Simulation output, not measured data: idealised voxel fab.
voxel wiring stack: a process module
This is section cut - it's 260 nm across, gridded in 5 nm square cells.
This document writes a cross-section as a grid whose cells are square, and gives it as bands, listed from the top down; one or more rows of cells form a band.
For a band, the entry starts with two heights in nm, that of the top and then that of the bottom, and carries on with the band's materials in order from left to right, each alongside its width in nm; the word "full width" beside a single material means it fills the band edge to edge, and "blank" means empty space.
Convention: height 0 is the level below which the wafer, as received, is all one material. The lowest band does not terminate at the bottom but continues downward, represented as "0 and below".
Top row gets the first number, bottom row gets the second, and each row in between changes by the same step: that is how a band width like "30->40" works.
Step note "remained the same" = no cross-section cell changed.
The entry titled "Completely sealed voids" provides the empty spaces that have no open way to the top, restricted to those of 8 cells or more. Each is presented as width x height at distance, the distance being measured from the left edge, with all three in nm.
Note: text after step settings on the step line = simulator remark on that step.
overlay nm, on a step with a mask: how far to the right of its planned place the mask lay; to the left if negative

The process steps that were planned are listed below:
- 1: RECEIVE, material Si
- 2: CONFORMAL_DEP, material SiO2, thk nm 15
- 3: CONFORMAL_DEP, material SiN, thk nm 5
- 4: DIRECTIONAL_DEP, material lowk, thk nm 25
- 5: DIRECTIONAL_DEP, material aC, thk nm 10
- 6: PATTERN, tone open, mask id METAL_1, material resist, width nm 25, pitch nm 40, thk nm 30, overlay nm 0
- 7: DIRECTIONAL_ETCH, etch materials aC, depth nm 10
- 8: STRIP, etch materials resist
- 9: DIRECTIONAL_ETCH, etch materials lowk, depth nm 25
- 10: DIRECTIONAL_ETCH, etch materials SiN, depth nm 5
- 11: STRIP, etch materials aC
- 12: CONFORMAL_DEP, material TiN, thk nm 5
- 13: FILL_DEP, material Ru, thk nm 10
- 14: CMP, height nm 45
- 15: EPI, material Ru, thk nm 5
- 16: FILL_DEP, material SiCN, thk nm 5
- 17: DIRECTIONAL_DEP, material lowk, thk nm 30
- 18: DIRECTIONAL_DEP, material aC, thk nm 10
- 19: PATTERN, tone open, mask id METAL_2_HOLES, material resist, width nm 15, pitch nm 40, thk nm 25, overlay nm 0
- 20: DIRECTIONAL_ETCH, etch materials aC, depth nm 10
- 21: STRIP, etch materials resist
- 22: DIRECTIONAL_ETCH, etch materials lowk, depth nm 30
- 23: STRIP, etch materials aC
- 24: PATTERN, tone open, mask id METAL_2, material resist, width nm 25, pitch nm 40, thk nm 15, overlay nm 0
- 25: DIRECTIONAL_ETCH, etch materials lowk, depth nm 15
- 26: DIRECTIONAL_ETCH, etch materials SiCN, depth nm 5
- 27: STRIP, etch materials resist
- 28: CONFORMAL_DEP, material TiN, thk nm 5
- 29: FILL_DEP, material Cu, thk nm 5
- 30: CMP, height nm 85
- 31: CONFORMAL_DEP, material SiN, thk nm 5

So, the first of our two wafers, run just as we planned it:

Cross-sectional view of the wafer in its as-received condition, corresponding to the state after step 1:
  0 and below = Si full width
  Completely sealed voids: none

Step 2 done - wafer cross-section:
  15 down to 0 = SiO2 full width
  Heights below 0 show no change.

Step 3 done - wafer cross-section:
  20 down to 15 = SiN full width
  Heights below 15 show no change.

Step 4 done - wafer cross-section:
  45 down to 20 = lowk full width
  Heights below 20 show no change.

Step 5 done - wafer cross-section:
  55 down to 45 = aC full width
  Heights below 45 show no change.

Step 6 done - wafer cross-section:
  85 down to 55 = resist=55, blank=25, resist=15, blank=25, resist=15, blank=25, resist=15, blank=25, resist=60
  Heights below 55 show no change.

Step 7 done - wafer cross-section:
  75 down to 55 = resist=55, blank=25, resist=15, blank=25, resist=15, blank=25, resist=15, blank=25, resist=60
  55 down to 45 = aC=55, blank=25, aC=15, blank=25, aC=15, blank=25, aC=15, blank=25, aC=60
  Heights below 45 show no change.

Step 8 done - wafer cross-section:
  55 down to 45 = aC=55, blank=25, aC=15, blank=25, aC=15, blank=25, aC=15, blank=25, aC=60
  Heights below 45 show no change.

Step 9 done - wafer cross-section:
  55 down to 45 = aC=55, blank=25, aC=15, blank=25, aC=15, blank=25, aC=15, blank=25, aC=60
  45 down to 20 = lowk=55, blank=25, lowk=15, blank=25, lowk=15, blank=25, lowk=15, blank=25, lowk=60
  Heights below 20 show no change.

Step 10 done - wafer cross-section:
  55 down to 45 = aC=55, blank=25, aC=15, blank=25, aC=15, blank=25, aC=15, blank=25, aC=60
  45 down to 20 = lowk=55, blank=25, lowk=15, blank=25, lowk=15, blank=25, lowk=15, blank=25, lowk=60
  20 down to 15 = SiN=55, blank=25, SiN=15, blank=25, SiN=15, blank=25, SiN=15, blank=25, SiN=60
  Heights below 15 show no change.

Step 11 done - wafer cross-section:
  45 down to 20 = lowk=55, blank=25, lowk=15, blank=25, lowk=15, blank=25, lowk=15, blank=25, lowk=60
  Heights below 20 show no change.

Step 12 done - wafer cross-section:
  50 down to 45 = TiN=60, blank=15, TiN=25, blank=15, TiN=25, blank=15, TiN=25, blank=15, TiN=65
  45 down to 20 = lowk=55, TiN=5, blank=15, TiN=5, lowk=15, TiN=5, blank=15, TiN=5, lowk=15, TiN=5, blank=15, TiN=5, lowk=15, TiN=5, blank=15, TiN=5, lowk=60
  20 down to 15 = SiN=55, TiN=25, SiN=15, TiN=25, SiN=15, TiN=25, SiN=15, TiN=25, SiN=60
  Heights below 15 show no change.

Step 13 done - wafer cross-section:
  60 down to 50 = Ru full width
  50 down to 45 = TiN=60, Ru=15, TiN=25, Ru=15, TiN=25, Ru=15, TiN=25, Ru=15, TiN=65
  45 down to 20 = lowk=55, TiN=5, Ru=15, TiN=5, lowk=15, TiN=5, Ru=15, TiN=5, lowk=15, TiN=5, Ru=15, TiN=5, lowk=15, TiN=5, Ru=15, TiN=5, lowk=60
  Heights below 20 show no change.

Step 14 done - wafer cross-section:
  45 down to 20 = lowk=55, TiN=5, Ru=15, TiN=5, lowk=15, TiN=5, Ru=15, TiN=5, lowk=15, TiN=5, Ru=15, TiN=5, lowk=15, TiN=5, Ru=15, TiN=5, lowk=60
  Heights below 20 show no change.

Step 15 done - wafer cross-section:
  50 down to 45 = blank=50, Ru=35, blank=5, Ru=35, blank=5, Ru=35, blank=5, Ru=35, blank=55
  Heights below 45 show no change.

Step 16 done - wafer cross-section:
  55 down to 50 = SiCN full width
  50 down to 45 = SiCN=50, Ru=35, SiCN=5, Ru=35, SiCN=5, Ru=35, SiCN=5, Ru=35, SiCN=55
  Heights below 45 show no change.

Step 17 done - wafer cross-section:
  85 down to 55 = lowk full width
  Heights below 55 show no change.

Step 18 done - wafer cross-section:
  95 down to 85 = aC full width
  Heights below 85 show no change.

Step 19 done - wafer cross-section:
  120 down to 95 = resist=55, blank=15, resist=25, blank=15, resist=25, blank=15, resist=25, blank=15, resist=70
  Heights below 95 show no change.

Step 20 done - wafer cross-section:
  110 down to 95 = resist=55, blank=15, resist=25, blank=15, resist=25, blank=15, resist=25, blank=15, resist=70
  95 down to 85 = aC=55, blank=15, aC=25, blank=15, aC=25, blank=15, aC=25, blank=15, aC=70
  Heights below 85 show no change.

Step 21 done - wafer cross-section:
  95 down to 85 = aC=55, blank=15, aC=25, blank=15, aC=25, blank=15, aC=25, blank=15, aC=70
  Heights below 85 show no change.

Step 22 done - wafer cross-section:
  95 down to 85 = aC=55, blank=15, aC=25, blank=15, aC=25, blank=15, aC=25, blank=15, aC=70
  85 down to 55 = lowk=55, blank=15, lowk=25, blank=15, lowk=25, blank=15, lowk=25, blank=15, lowk=70
  Heights below 55 show no change.

Step 23 done - wafer cross-section:
  85 down to 55 = lowk=55, blank=15, lowk=25, blank=15, lowk=25, blank=15, lowk=25, blank=15, lowk=70
  Heights below 55 show no change.

Step 24 done - wafer cross-section:
  100 down to 85 = resist=55, blank=25, resist=15, blank=25, resist=15, blank=25, resist=15, blank=25, resist=60
  Heights below 85 show no change.

Step 25 done - wafer cross-section:
  100 down to 85 = resist=55, blank=25, resist=15, blank=25, resist=15, blank=25, resist=15, blank=25, resist=60
  85 down to 70 = lowk=55, blank=25, lowk=15, blank=25, lowk=15, blank=25, lowk=15, blank=25, lowk=60
  Heights below 70 show no change.

Step 26 done - wafer cross-section:
  100 down to 85 = resist=55, blank=25, resist=15, blank=25, resist=15, blank=25, resist=15, blank=25, resist=60
  85 down to 70 = lowk=55, blank=25, lowk=15, blank=25, lowk=15, blank=25, lowk=15, blank=25, lowk=60
  70 down to 55 = lowk=55, blank=15, lowk=25, blank=15, lowk=25, blank=15, lowk=25, blank=15, lowk=70
  55 down to 50 = SiCN=55, blank=15, SiCN=25, blank=15, SiCN=25, blank=15, SiCN=25, blank=15, SiCN=70
  Heights below 50 show no change.

Step 27 done - wafer cross-section:
  85 down to 70 = lowk=55, blank=25, lowk=15, blank=25, lowk=15, blank=25, lowk=15, blank=25, lowk=60
  Heights below 70 show no change.

Step 28 done - wafer cross-section:
  90 down to 85 = TiN=60, blank=15, TiN=25, blank=15, TiN=25, blank=15, TiN=25, blank=15, TiN=65
  85 down to 75 = lowk=55, TiN=5, blank=15, TiN=5, lowk=15, TiN=5, blank=15, TiN=5, lowk=15, TiN=5, blank=15, TiN=5, lowk=15, TiN=5, blank=15, TiN=5, lowk=60
  75 down to 70 = lowk=55, TiN=5, blank=5, TiN=15, lowk=15, TiN=5, blank=5, TiN=15, lowk=15, TiN=5, blank=5, TiN=15, lowk=15, TiN=5, blank=5, TiN=15, lowk=60
  70 down to 55 = lowk=55, TiN=5, blank=5, TiN=5, lowk=25, TiN=5, blank=5, TiN=5, lowk=25, TiN=5, blank=5, TiN=5, lowk=25, TiN=5, blank=5, TiN=5, lowk=70
  55 down to 50 = SiCN=55, TiN=15, SiCN=25, TiN=15, SiCN=25, TiN=15, SiCN=25, TiN=15, SiCN=70
  Heights below 50 show no change.

Step 29 done - wafer cross-section:
  95 down to 90 = Cu full width
  90 down to 85 = TiN=60, Cu=15, TiN=25, Cu=15, TiN=25, Cu=15, TiN=25, Cu=15, TiN=65
  85 down to 75 = lowk=55, TiN=5, Cu=15, TiN=5, lowk=15, TiN=5, Cu=15, TiN=5, lowk=15, TiN=5, Cu=15, TiN=5, lowk=15, TiN=5, Cu=15, TiN=5, lowk=60
  75 down to 70 = lowk=55, TiN=5, Cu=5, TiN=15, lowk=15, TiN=5, Cu=5, TiN=15, lowk=15, TiN=5, Cu=5, TiN=15, lowk=15, TiN=5, Cu=5, TiN=15, lowk=60
  70 down to 55 = lowk=55, TiN=5, Cu=5, TiN=5, lowk=25, TiN=5, Cu=5, TiN=5, lowk=25, TiN=5, Cu=5, TiN=5, lowk=25, TiN=5, Cu=5, TiN=5, lowk=70
  Heights below 55 show no change.

Step 30 done - wafer cross-section:
  85 down to 75 = lowk=55, TiN=5, Cu=15, TiN=5, lowk=15, TiN=5, Cu=15, TiN=5, lowk=15, TiN=5, Cu=15, TiN=5, lowk=15, TiN=5, Cu=15, TiN=5, lowk=60
  Heights below 75 show no change.

Step 31 done - wafer cross-section:
  90 down to 85 = SiN full width
  Heights below 85 show no change.

For the second wafer, take the first wafer's start and plan, then add one mistake made in running it; everything through step 24, that step included, is shared with the first:

Second wafer at the planned finish of step 25, seen in cross-section:
  100 down to 85 = resist=55, blank=25, resist=15, blank=25, resist=15, blank=25, resist=15, blank=25, resist=60
  85 down to 55 = lowk=55, blank=25, lowk=15, blank=25, lowk=15, blank=25, lowk=15, blank=25, lowk=60
  Heights below 55 show no change.

Second wafer at the planned finish of step 26, seen in cross-section:
  100 down to 85 = resist=55, blank=25, resist=15, blank=25, resist=15, blank=25, resist=15, blank=25, resist=60
  85 down to 55 = lowk=55, blank=25, lowk=15, blank=25, lowk=15, blank=25, lowk=15, blank=25, lowk=60
  55 down to 50 = SiCN=55, blank=25, SiCN=15, blank=25, SiCN=15, blank=25, SiCN=15, blank=25, SiCN=60
  Heights below 50 show no change.

Second wafer at the planned finish of step 27, seen in cross-section:
  85 down to 55 = lowk=55, blank=25, lowk=15, blank=25, lowk=15, blank=25, lowk=15, blank=25, lowk=60
  Heights below 55 show no change.

Second wafer at the planned finish of step 28, seen in cross-section:
  90 down to 85 = TiN=60, blank=15, TiN=25, blank=15, TiN=25, blank=15, TiN=25, blank=15, TiN=65
  85 down to 55 = lowk=55, TiN=5, blank=15, TiN=5, lowk=15, TiN=5, blank=15, TiN=5, lowk=15, TiN=5, blank=15, TiN=5, lowk=15, TiN=5, blank=15, TiN=5, lowk=60
  55 down to 50 = SiCN=55, TiN=25, SiCN=15, TiN=25, SiCN=15, TiN=25, SiCN=15, TiN=25, SiCN=60
  Heights below 50 show no change.

Second wafer at the planned finish of step 29, seen in cross-section:
  95 down to 90 = Cu full width
  90 down to 85 = TiN=60, Cu=15, TiN=25, Cu=15, TiN=25, Cu=15, TiN=25, Cu=15, TiN=65
  85 down to 55 = lowk=55, TiN=5, Cu=15, TiN=5, lowk=15, TiN=5, Cu=15, TiN=5, lowk=15, TiN=5, Cu=15, TiN=5, lowk=15, TiN=5, Cu=15, TiN=5, lowk=60
  Heights below 55 show no change.

Second wafer at the planned finish of step 30, seen in cross-section:
  85 down to 55 = lowk=55, TiN=5, Cu=15, TiN=5, lowk=15, TiN=5, Cu=15, TiN=5, lowk=15, TiN=5, Cu=15, TiN=5, lowk=15, TiN=5, Cu=15, TiN=5, lowk=60
  Heights below 55 show no change.

Second wafer at the planned finish of step 31, seen in cross-section:
  90 down to 85 = SiN full width
  Heights below 85 show no change.
In executing the process, a mistake was made relative to the plan: plan step 25 was twice executed
Cell-count delta at end, second wafer over first, by material: Cu +32 | SiCN -8 | lowk -24
